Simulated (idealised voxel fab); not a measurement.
The document below concerns the process module designated voxel ribs on slabs.
Square cells of 5 nm make up the cross-section cut, whose width is 185 nm.
Think of the cross-section as a grid of square cells. We describe it in bands, top to bottom, and each band covers one or more rows of those cells.
First you get the band's top height and its bottom height, in nm, and then the materials it's made of, left to right, with each width in nm. If you see a single material with "throughout", that one covers the band edge to edge. "air" is empty space.
Beneath 0, the wafer as received is one material, and that level is where height counting begins. The lowest band goes on downward without a bottom; it is written like "top 0, no bottom".
Width spec "30..40" -> top row of cells at first value, bottom row at second value, equal per-row change in between.
No cell of the cross-section changed in a step that is given as "same as before".
Enclosed void listing: empty space of 8 cells or more with no open way to the top, each as width x height at its distance from the left edge, in nm
Step line, after settings: the simulator's comment on this step.
"overlay nm", when on a step's line for a step with a mask, measures how far to the right of its planned place the mask lay; a negative measure means to the left.
## Process steps foreseen in the plan
1: op RECEIVE | material Si
2: op DIRECTIONAL_DEP | material SiO2 | thk nm 20
3: op DIRECTIONAL_DEP | material polySi | thk nm 15
4: op MASKED_ETCH | tone cover | mask id RIB | width nm 15 | etch materials polySi | depth nm 5 | overlay nm 0
5: op MASKED_ETCH | tone cover | mask id SLAB | width nm 55 | etch materials polySi | depth nm 10 | overlay nm 0
6: op FILL_DEP | material SiO2 | thk nm 20
7: op CMP | height nm 45
8: op DIRECTIONAL_DEP | material TiN | thk nm 5
9: op DIRECTIONAL_DEP | material aC | thk nm 10
10: op PATTERN | tone cover | mask id HEATER | material resist | width nm 25 | thk nm 30 | overlay nm 0
11: op DIRECTIONAL_ETCH | etch materials aC | depth nm 10
12: op STRIP | etch materials resist
13: op DIRECTIONAL_ETCH | etch materials TiN | depth nm 5
14: op STRIP | etch materials aC
15: op CONFORMAL_DEP | material SiN | thk nm 5
## First of two wafers: run as planned
## The cross-section here shows the wafer as received, i.e. in its state after step 1
  top 0, no bottom  Si throughout
  Enclosed void listing: none
## After step 2: wafer cross-section
  top 20, bottom 0  SiO2 throughout
  Under the height 0 nothing was changed.
## After step 3: wafer cross-section
  top 35, bottom 20  polySi throughout
  Under the height 20 nothing was changed.
## After step 4: wafer cross-section
  top 35, bottom 30  air 85  polySi 15  air 85
  Under the height 30 nothing was changed.
## After step 5: wafer cross-section
  top 35, bottom 30  air 85  polySi 15  air 85
  top 30, bottom 20  air 65  polySi 55  air 65
  Under the height 20 nothing was changed.
## After step 6: wafer cross-section
  top 55, bottom 35  SiO2 throughout
  top 35, bottom 30  SiO2 85  polySi 15  SiO2 85
  top 30, bottom 20  SiO2 65  polySi 55  SiO2 65
  Under the height 20 nothing was changed.
## After step 7: wafer cross-section
  top 45, bottom 35  SiO2 throughout
  Under the height 35 nothing was changed.
## After step 8: wafer cross-section
  top 50, bottom 45  TiN throughout
  Under the height 45 nothing was changed.
## After step 9: wafer cross-section
  top 60, bottom 50  aC throughout
  Under the height 50 nothing was changed.
## After step 10: wafer cross-section
  top 90, bottom 60  air 80  resist 25  air 80
  Under the height 60 nothing was changed.
## After step 11: wafer cross-section
  top 80, bottom 60  air 80  resist 25  air 80
  top 60, bottom 50  air 80  aC 25  air 80
  Under the height 50 nothing was changed.
## After step 12: wafer cross-section
  top 60, bottom 50  air 80  aC 25  air 80
  Under the height 50 nothing was changed.
## After step 13: wafer cross-section
  top 60, bottom 50  air 80  aC 25  air 80
  top 50, bottom 45  air 80  TiN 25  air 80
  Under the height 45 nothing was changed.
## After step 14: wafer cross-section
  top 50, bottom 45  air 80  TiN 25  air 80
  Under the height 45 nothing was changed.
## After step 15: wafer cross-section
  top 55, bottom 50  air 75  SiN 35  air 75
  top 50, bottom 45  SiN 80  TiN 25  SiN 80
  Under the height 45 nothing was changed.
## Wafer two. Same start, same plan, one slip in execution. Same as wafer one through step 2, inclusive
## X-section, second wafer, when step 3 was due to finish
  top 35, bottom 0  SiO2 throughout
  Under the height 0 nothing was changed.
X-section, second wafer, when step 4 was due to finish: same as before
X-section, second wafer, when step 5 was due to finish: same as before
## X-section, second wafer, when step 6 was due to finish
  top 55, bottom 0  SiO2 throughout
  Under the height 0 nothing was changed.
## X-section, second wafer, when step 7 was due to finish
  top 45, bottom 0  SiO2 throughout
  Under the height 0 nothing was changed.
## X-section, second wafer, when step 8 was due to finish
  top 50, bottom 45  TiN throughout
  Under the height 45 nothing was changed.
## X-section, second wafer, when step 9 was due to finish
  top 60, bottom 50  aC throughout
  Under the height 50 nothing was changed.
## X-section, second wafer, when step 10 was due to finish
  top 90, bottom 60  air 80  resist 25  air 80
  Under the height 60 nothing was changed.
## X-section, second wafer, when step 11 was due to finish
  top 80, bottom 60  air 80  resist 25  air 80
  top 60, bottom 50  air 80  aC 25  air 80
  Under the height 50 nothing was changed.
## X-section, second wafer, when step 12 was due to finish
  top 60, bottom 50  air 80  aC 25  air 80
  Under the height 50 nothing was changed.
## X-section, second wafer, when step 13 was due to finish
  top 60, bottom 50  air 80  aC 25  air 80
  top 50, bottom 45  air 80  TiN 25  air 80
  Under the height 45 nothing was changed.
## X-section, second wafer, when step 14 was due to finish
  top 50, bottom 45  air 80  TiN 25  air 80
  Under the height 45 nothing was changed.
## X-section, second wafer, when step 15 was due to finish
  top 55, bottom 50  air 75  SiN 35  air 75
  top 50, bottom 45  SiN 80  TiN 25  SiN 80
  Under the height 45 nothing was changed.
What was done differently from what was planned? it should be noted that step 3 was executed with settings other than those planned, the operation and settings actually applied being op DIRECTIONAL_DEP | material SiO2 | thk nm 15
At the finish, the second wafer shows more or fewer cells for some materials than the first does: +25 SiO2, -25 polySi
